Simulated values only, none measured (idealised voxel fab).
Module name: voxel wiring stack (process module)
The cross-section shown here is cut; it is 160 nm wide and divided into square cells measuring 5 nm on a side.
Notation: cross-section as square-cell grid; stated in bands, top first, going down; one or more cell rows per band.
For a band, the entry starts with two heights in nm, that of the top and then that of the bottom, and carries on with the band's materials in order from left to right, each alongside its width in nm; the word "full width" beside a single material means it fills the band edge to edge, and "blank" means empty space.
The reference from which all heights are counted is 0, the level beneath which the as-received wafer is entirely one material; the lowest band, having no lower bound, proceeds downward and is written after the example "0..down".
It should be noted that a width expressed as "30 to 40" varies in equal increments from row to row of cells within the band, taking the value of the first number at the top row and that of the second number at the bottom row.
Given "everything unchanged" for a step, no cell of the cross-section differs between before and after that step.
Empty spaces counting at least 8 cells and having no open way to the top are listed in "Tabulated closed voids". The notation width x height at distance is used for each, the distance being from the left edge and all three values in nm.
Where a step's line continues beyond its settings, the continuation is a remark by the simulator itself on that step.
When a step includes a mask, the "overlay nm" setting on its line states how far to the right of its planned place that mask lay, and negative values state how far to the left.
The following list gives the planned process steps:
| 1 | RECEIVE with material Si |
| 2 | CONFORMAL_DEP with material SiO2, thk nm 15 |
| 3 | CONFORMAL_DEP with material SiN, thk nm 5 |
| 4 | DIRECTIONAL_DEP with material SiO2, thk nm 25 |
| 5 | PATTERN with tone open, mask id METAL_1, material resist, width nm 25, pitch nm 45, thk nm 15, overlay nm 0 |
| 6 | DIRECTIONAL_ETCH with etch materials SiO2, depth nm 25 |
| 7 | DIRECTIONAL_ETCH with etch materials SiN, depth nm 5 |
| 8 | STRIP with etch materials resist |
| 9 | CONFORMAL_DEP with material TiN, thk nm 5 |
| 10 | FILL_DEP with material W, thk nm 5 |
| 11 | CMP with height nm 45 |
| 12 | CONFORMAL_DEP with material SiCN, thk nm 5 |
| 13 | DIRECTIONAL_DEP with material SiO2, thk nm 30 |
| 14 | DIRECTIONAL_DEP with material aC, thk nm 10 |
| 15 | PATTERN with tone open, mask id METAL_2_HOLES, material resist, width nm 15, pitch nm 90, thk nm 30, overlay nm 0 |
| 16 | DIRECTIONAL_ETCH with etch materials aC, depth nm 10 |
| 17 | STRIP with etch materials resist |
| 18 | DIRECTIONAL_ETCH with etch materials SiO2, depth nm 30 |
| 19 | STRIP with etch materials aC |
| 20 | DIRECTIONAL_DEP with material aC, thk nm 15 |
| 21 | PATTERN with tone open, mask id METAL_2, material resist, width nm 25, pitch nm 45, thk nm 35, overlay nm 0 |
| 22 | DIRECTIONAL_ETCH with etch materials aC, depth nm 15 |
| 23 | STRIP with etch materials resist |
| 24 | DIRECTIONAL_ETCH with etch materials SiO2, depth nm 15 |
| 25 | DIRECTIONAL_ETCH with etch materials SiCN, depth nm 5 |
| 26 | STRIP with etch materials aC |
| 27 | CONFORMAL_DEP with material TiN, thk nm 5 |
| 28 | FILL_DEP with material Cu, thk nm 10 |
| 29 | CMP with height nm 80 |
| 30 | CONFORMAL_DEP with material SiCN, thk nm 5 |
Incoming wafer, cross-sectional view, post step 1:
- 0..down: Si full width
- Tabulated closed voids: none
What the wafer looks like in cross-section after this module, when it starts as shown above and follows the plan above but one mistake is made in running it:
- 85..80: SiCN full width
- 80..75: 25 nm TiN; 15 nm Cu; 30 nm TiN; 15 nm Cu; 30 nm TiN; 15 nm Cu; 30 nm TiN
- 75..65: 20 nm SiO2; 5 nm TiN; 15 nm Cu; 5 nm TiN; 20 nm SiO2; 5 nm TiN; 15 nm Cu; 5 nm TiN; 20 nm SiO2; 5 nm TiN; 15 nm Cu; 5 nm TiN; 25 nm SiO2
- 65..60: 20 nm SiO2; 5 nm TiN; 5 nm Cu; 15 nm TiN; 20 nm SiO2; 25 nm TiN; 20 nm SiO2; 5 nm TiN; 5 nm Cu; 15 nm TiN; 25 nm SiO2
- 60..45: 20 nm SiO2; 5 nm TiN; 5 nm Cu; 5 nm TiN; 75 nm SiO2; 5 nm TiN; 5 nm Cu; 5 nm TiN; 35 nm SiO2
- 45..40: 20 nm SiCN; 15 nm TiN; 75 nm SiCN; 15 nm TiN; 35 nm SiCN
- 40..20: 20 nm SiO2; 5 nm TiN; 15 nm W; 5 nm TiN; 20 nm SiO2; 5 nm TiN; 15 nm W; 5 nm TiN; 20 nm SiO2; 5 nm TiN; 15 nm W; 5 nm TiN; 25 nm SiO2
- 20..15: 20 nm SiN; 25 nm TiN; 20 nm SiN; 25 nm TiN; 20 nm SiN; 25 nm TiN; 25 nm SiN
- 15..0: SiO2 full width
- 0..down: Si full width
- Tabulated closed voids: none
What went wrong in running the wafer? step 11 ran differently from the plan; actual operation with settings: CMP with height nm 40
